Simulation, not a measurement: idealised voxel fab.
process module | voxel gate over fins
cross-section cut | 225 nm wide | cells 5 nm
A cross-section is a grid of square cells, given in bands from the top down. A band is one or more rows of cells.
Each band's line starts with the height of the band's top and of its bottom, in nm. Then come its materials from left to right, each with its width in nm. One material with "throughout" fills the band from edge to edge. "air" is empty space.
Height 0 is the level under which the wafer as received is all one material. The lowest band goes on downwards, as in "0 down".
A width such as "30 to 40" changes by the same amount from each row of cells to the next, from the band's top row to its bottom row.
"no change" after a step means that no cell of the cross-section changed.
closed voids: empty space of 8 cells or more with no open way to the top, each as width x height at its distance from the left edge, in nm
after a step's settings: what the simulator itself notes on the step
overlay nm, on a step with a mask: how far to the right of its planned place the mask lay; to the left if negative
plan
1 op RECEIVE | material Si
2 op CONFORMAL_DEP | material SiN | thk nm 10
3 op PATTERN | tone cover | mask id FINS | material resist | width nm 15 | pitch nm 35 | thk nm 20 | overlay nm 0
4 op DIRECTIONAL_ETCH | etch materials SiN | depth nm 10
5 op DIRECTIONAL_ETCH | etch materials Si | depth nm 30
6 op STRIP | etch materials resist
7 op OXIDIZE | depth nm 5
8 op FILL_DEP | material SiO2 | thk nm 10
9 op CMP | height nm 10
10 op SELECTIVE_ETCH | etch materials SiO2 | depth nm 25
11 op STRIP | etch materials SiN
12 op CONFORMAL_DEP | material HfO2 | thk nm 5
13 op CONFORMAL_DEP | material TiN | thk nm 5
14 op CONFORMAL_DEP | material TiAl | thk nm 5
15 op CONFORMAL_DEP | material TiN | thk nm 5
16 op FILL_DEP | material W | thk nm 15
17 op CMP | height nm 30
18 op CONFORMAL_DEP | material SiN | thk nm 10
as received, after step 1
  0 down: Si throughout
  closed voids: none
first wafer at the end, as planned
  40 to 30: SiN throughout
  30 to 20: W throughout
  20 to 15: W 55 | TiN 115 | W 55
  15 to 10: W 55 | TiN 5 | TiAl 105 | TiN 5 | W 55
  10 to 5: W 55 | TiN 5 | TiAl 5 | TiN 25 | TiAl 10 | TiN 25 | TiAl 10 | TiN 25 | TiAl 5 | TiN 5 | W 55
  5 to 0: TiN 60 | TiAl 5 | TiN 5 | HfO2 15 | TiN 5 | TiAl 10 | TiN 5 | HfO2 15 | TiN 5 | TiAl 10 | TiN 5 | HfO2 15 | TiN 5 | TiAl 5 | TiN 60
  0 to -5: TiAl 65 | TiN 5 | HfO2 5 | Si 5 | HfO2 5 | TiN 5 | TiAl 10 | TiN 5 | HfO2 5 | Si 5 | HfO2 5 | TiN 5 | TiAl 10 | TiN 5 | HfO2 5 | Si 5 | HfO2 5 | TiN 5 | TiAl 65
  -5 to -10: TiN 70 | HfO2 5 | Si 5 | HfO2 5 | TiN 20 | HfO2 5 | Si 5 | HfO2 5 | TiN 20 | HfO2 5 | Si 5 | HfO2 5 | TiN 70
  -10 to -15: HfO2 75 | Si 5 | HfO2 30 | Si 5 | HfO2 30 | Si 5 | HfO2 75
  -15 to -35: SiO2 75 | Si 5 | SiO2 30 | Si 5 | SiO2 30 | Si 5 | SiO2 75
  -35 down: Si throughout
  closed voids: none
second wafer at the end: like start, like plan, one mistake
  40 to 30: SiN throughout
  30 to 20: W throughout
  20 to 15: TiN throughout
  15 to 10: TiAl throughout
  10 to 5: TiN 75 | TiAl 5 | TiN 30 | TiAl 5 | TiN 30 | TiAl 5 | TiN 75
  5 to 0: HfO2 70 | TiN 5 | TiAl 5 | TiN 5 | HfO2 20 | TiN 5 | TiAl 5 | TiN 5 | HfO2 20 | TiN 5 | TiAl 5 | TiN 5 | HfO2 70
  0 to -5: Si 65 | HfO2 5 | TiN 5 | TiAl 5 | TiN 5 | HfO2 5 | Si 10 | HfO2 5 | TiN 5 | TiAl 5 | TiN 5 | HfO2 5 | Si 10 | HfO2 5 | TiN 5 | TiAl 5 | TiN 5 | HfO2 5 | Si 65
  -5 to -10: Si 65 | HfO2 5 | TiN 15 | HfO2 5 | Si 10 | HfO2 5 | TiN 15 | HfO2 5 | Si 10 | HfO2 5 | TiN 15 | HfO2 5 | Si 65
  -10 to -15: Si 65 | HfO2 25 | Si 10 | HfO2 25 | Si 10 | HfO2 25 | Si 65
  -15 to -35: Si 65 | SiO2 25 | Si 10 | SiO2 25 | Si 10 | SiO2 25 | Si 65
  -35 down: Si throughout
  closed voids: none
what went wrong: step 3 ran as: op PATTERN | tone open | mask id FINS | material resist | width nm 15 | pitch nm 35 | thk nm 20 | overlay nm 0
at the end the second wafer has, in cells: 189 more of Si | 108 fewer of SiO2 | 9 fewer of TiAl | 6 fewer of TiN | 66 fewer of W
